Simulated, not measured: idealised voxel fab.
process module | voxel self aligned contacts
cross-section cut | 230 nm wide | cells 5 nm
A cross-section is a grid of square cells, given in bands from the top down. A band is one or more rows of cells.
Each band's line starts with the height of the band's top and of its bottom, in nm. Then come its materials from left to right, each with its width in nm. One material with "throughout" fills the band from edge to edge. "air" is empty space.
Height 0 is the level under which the wafer as received is all one material. The lowest band goes on downwards, as in "0 down".
A width such as "30 to 40" changes by the same amount from each row of cells to the next, from the band's top row to its bottom row.
"no change" after a step means that no cell of the cross-section changed.
closed voids: empty space of 8 cells or more with no open way to the top, each as width x height at its distance from the left edge, in nm
after a step's settings: what the simulator itself notes on the step
overlay nm, on a step with a mask: how far to the right of its planned place the mask lay; to the left if negative
plan
1 op RECEIVE | material Si
2 op CONFORMAL_DEP | material SiO2 | thk nm 5
3 op DIRECTIONAL_DEP | material polySi | thk nm 25
4 op DIRECTIONAL_DEP | material SiN | thk nm 15
5 op DIRECTIONAL_DEP | material aC | thk nm 10
6 op PATTERN | tone cover | mask id GATE | material resist | width nm 35 | pitch nm 60 | thk nm 25 | overlay nm 0
7 op DIRECTIONAL_ETCH | etch materials aC | depth nm 10
8 op STRIP | etch materials resist
9 op DIRECTIONAL_ETCH | etch materials SiN | depth nm 15
10 op DIRECTIONAL_ETCH | etch materials polySi | depth nm 25
11 op STRIP | etch materials aC
12 op CONFORMAL_DEP | material SiN | thk nm 5
13 op DIRECTIONAL_ETCH | etch materials SiN | depth nm 5
14 op FILL_DEP | material SiO2 | thk nm 20
15 op CMP | height nm 55
16 op PATTERN | tone open | mask id CONTACT | material resist | width nm 35 | pitch nm 60 | thk nm 15 | overlay nm 0
17 op DIRECTIONAL_ETCH | etch materials SiO2 | depth nm 55
18 op STRIP | etch materials resist
19 op CONFORMAL_DEP | material TiN | thk nm 5
20 op FILL_DEP | material Ru | thk nm 5
21 op CMP | height nm 55
22 op CONFORMAL_DEP | material SiN | thk nm 5
as received, after step 1
  0 down: Si throughout
  closed voids: none
a wafer at the end: this start, this plan, one mistake
  60 to 55: SiN throughout
  55 to 45: SiO2 65 | TiN 5 to 15 | Ru 25 to 5 | TiN 5 to 15 | SiO2 25 | TiN 5 to 15 | Ru 25 to 5 | TiN 5 to 15 | SiO2 70
  45 to 30: SiO2 30 | SiN 45 | TiN 5 | Ru 5 | TiN 5 | SiN 45 | TiN 5 | Ru 5 | TiN 5 | SiN 45 | SiO2 35
  30 to 25: SiO2 75 | TiN 15 | SiO2 45 | TiN 15 | SiO2 80
  25 to 0: polySi throughout
  0 down: Si throughout
  closed voids: none
what went wrong: steps 2 and 3 were swapped
